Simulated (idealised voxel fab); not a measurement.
Proc. module: voxel capacitor over wiring
The figure presents cross-section cut, which has a width of 195 nm and is divided into square cells with an edge length of 5 nm.
The cross-sections in this document take the form of a grid made of square cells. They are written out as bands, in order from top to bottom. Each band consists of one or more rows of cells. First you get the band's top height and its bottom height, in nm, and then the materials it's made of, left to right, with each width in nm. If you see a single material with "throughout", that one covers the band edge to edge. "air" is empty space. Height datum 0, below which the as-received substrate wafer is one material. Lowest band open at the bottom, running downward: "0 down". It should be noted that a width expressed as "30->40" varies in equal increments from row to row of cells within the band, taking the value of the first number at the top row and that of the second number at the bottom row. "remained the same" (step): cross-section cells unchanged, all of them. "Sealed void list" contains a list of empty spaces, each no smaller than 8 cells and without an open way to the top, written in the form width x height at distance with the distance from the left edge and all three in nm. Where a step's line continues beyond its settings, the continuation is a remark by the simulator itself on that step. A step's line can hold "overlay nm"; with a mask on that step, the setting says how far right of the planned place the mask lay, while a negative setting says it lay to the left.
Here's what the planned process steps look like
1: RECEIVE | material Si
2: CONFORMAL_DEP | material SiO2 | thk nm 10
3: CONFORMAL_DEP | material SiN | thk nm 5
4: DIRECTIONAL_DEP | material lowk | thk nm 15
5: PATTERN | tone open | mask id METAL_1 | material resist | width nm 25 | pitch nm 95 | thk nm 20 | overlay nm 0
6: DIRECTIONAL_ETCH | etch materials lowk | depth nm 15
7: DIRECTIONAL_ETCH | etch materials SiN | depth nm 5
8: STRIP | etch materials resist
9: CONFORMAL_DEP | material TiN | thk nm 5
10: FILL_DEP | material Cu | thk nm 5
11: CMP | height nm 30
12: CONFORMAL_DEP | material SiCN | thk nm 5
13: DIRECTIONAL_DEP | material SiO2 | thk nm 15
14: MASKED_ETCH | tone open | mask id PLUG_1 | width nm 15 | etch materials SiO2 | depth nm 15 | overlay nm 0
15: MASKED_ETCH | tone open | mask id PLUG_1 | width nm 15 | etch materials SiCN | depth nm 5 | overlay nm 0
16: CONFORMAL_DEP | material TiN | thk nm 5
17: FILL_DEP | material Cu | thk nm 5
18: CMP | height nm 50
19: DIRECTIONAL_DEP | material TiN | thk nm 10
20: DIRECTIONAL_DEP | material HfO2 | thk nm 5
21: DIRECTIONAL_DEP | material TiN | thk nm 5
22: DIRECTIONAL_DEP | material aC | thk nm 15
23: PATTERN | tone cover | mask id UPPER_PLATE | material resist | width nm 65 | thk nm 30 | overlay nm 0
24: DIRECTIONAL_ETCH | etch materials aC | depth nm 15
25: STRIP | etch materials resist
26: DIRECTIONAL_ETCH | etch materials TiN | depth nm 5
27: DIRECTIONAL_ETCH | etch materials HfO2 | depth nm 5
28: STRIP | etch materials aC
29: PATTERN | tone cover | mask id LOWER_PLATE | material resist | width nm 85 | thk nm 15 | overlay nm 0
30: DIRECTIONAL_ETCH | etch materials TiN | depth nm 10
31: STRIP | etch materials resist
32: FILL_DEP | material SiO2 | thk nm 15
33: CMP | height nm 80
34: PATTERN | tone open | mask id PLUG_2 | material resist | width nm 15 | thk nm 20 | overlay nm 0
35: DIRECTIONAL_ETCH | etch materials SiO2 | depth nm 10
36: STRIP | etch materials resist
37: CONFORMAL_DEP | material TiN | thk nm 5
38: FILL_DEP | material W | thk nm 5
39: CMP | height nm 80
40: CONFORMAL_DEP | material SiCN | thk nm 5
For this document, wafers share an identical start and vary in the step 23 width nm; the plan quotes the first wafer's value.
So this is the first of several wafers, cross-sectioned as it came to us, meaning it's at the end of step 1
0 down = Si throughout
Sealed void list: none
Cross-section, first of several wafers, end of module, after last step 40
85 to 80 = SiCN throughout
80 to 75 = 55 SiO2  5 TiN  5 W  5 TiN  125 SiO2
75 to 65 = 55->50 SiO2  15->65 TiN  125->80 SiO2
65 to 60 = 50 SiO2  65 HfO2  80 SiO2
60 to 50 = 40 SiO2  85 TiN  70 SiO2
50 to 35 = 45 SiO2  5 TiN  5 Cu  5 TiN  135 SiO2
35 to 30 = 45 SiCN  15 TiN  135 SiCN
30 to 15 = 35 lowk  5 TiN  15 Cu  5 TiN  70 lowk  5 TiN  15 Cu  5 TiN  40 lowk
15 to 10 = 35 SiN  25 TiN  70 SiN  25 TiN  40 SiN
10 to 0 = SiO2 throughout
0 down = Si throughout
Sealed void list: none
Showing the last wafer in cross-section at the end of the module
85 to 80 = SiCN throughout
80 to 75 = 55 SiO2  5 TiN  5 W  5 TiN  125 SiO2
75 to 65 = 55->40 SiO2  15->85 TiN  125->70 SiO2
65 to 60 = 40 SiO2  90 HfO2  65 SiO2
60 to 50 = 40 SiO2  90 TiN  65 SiO2
50 to 35 = 45 SiO2  5 TiN  5 Cu  5 TiN  135 SiO2
35 to 30 = 45 SiCN  15 TiN  135 SiCN
30 to 15 = 35 lowk  5 TiN  15 Cu  5 TiN  70 lowk  5 TiN  15 Cu  5 TiN  40 lowk
15 to 10 = 35 SiN  25 TiN  70 SiN  25 TiN  40 SiN
10 to 0 = SiO2 throughout
0 down = Si throughout
Sealed void list: none
Every row in this table is a wafer at the end of the module, and it gives, for each of the materials, the cells that wafer has gained (+) or lost (-) since it was received, then its closed voids
width nm 65 | +21 Cu | +13 HfO2 | +75 SiCN | +29 SiN | +354 SiO2 | +83 TiN | +1 W | +87 lowk | Sealed void list: none
width nm 70 | +21 Cu | +14 HfO2 | +75 SiCN | +29 SiN | +352 SiO2 | +84 TiN | +1 W | +87 lowk | Sealed void list: none
width nm 75 | +21 Cu | +15 HfO2 | +75 SiCN | +29 SiN | +350 SiO2 | +85 TiN | +1 W | +87 lowk | Sealed void list: none
width nm 80 | +21 Cu | +16 HfO2 | +75 SiCN | +29 SiN | +348 SiO2 | +86 TiN | +1 W | +87 lowk | Sealed void list: none
width nm 85 | +21 Cu | +17 HfO2 | +75 SiCN | +29 SiN | +346 SiO2 | +87 TiN | +1 W | +87 lowk | Sealed void list: none
width nm 90 | +21 Cu | +18 HfO2 | +75 SiCN | +29 SiN | +343 SiO2 | +89 TiN | +1 W | +87 lowk | Sealed void list: none
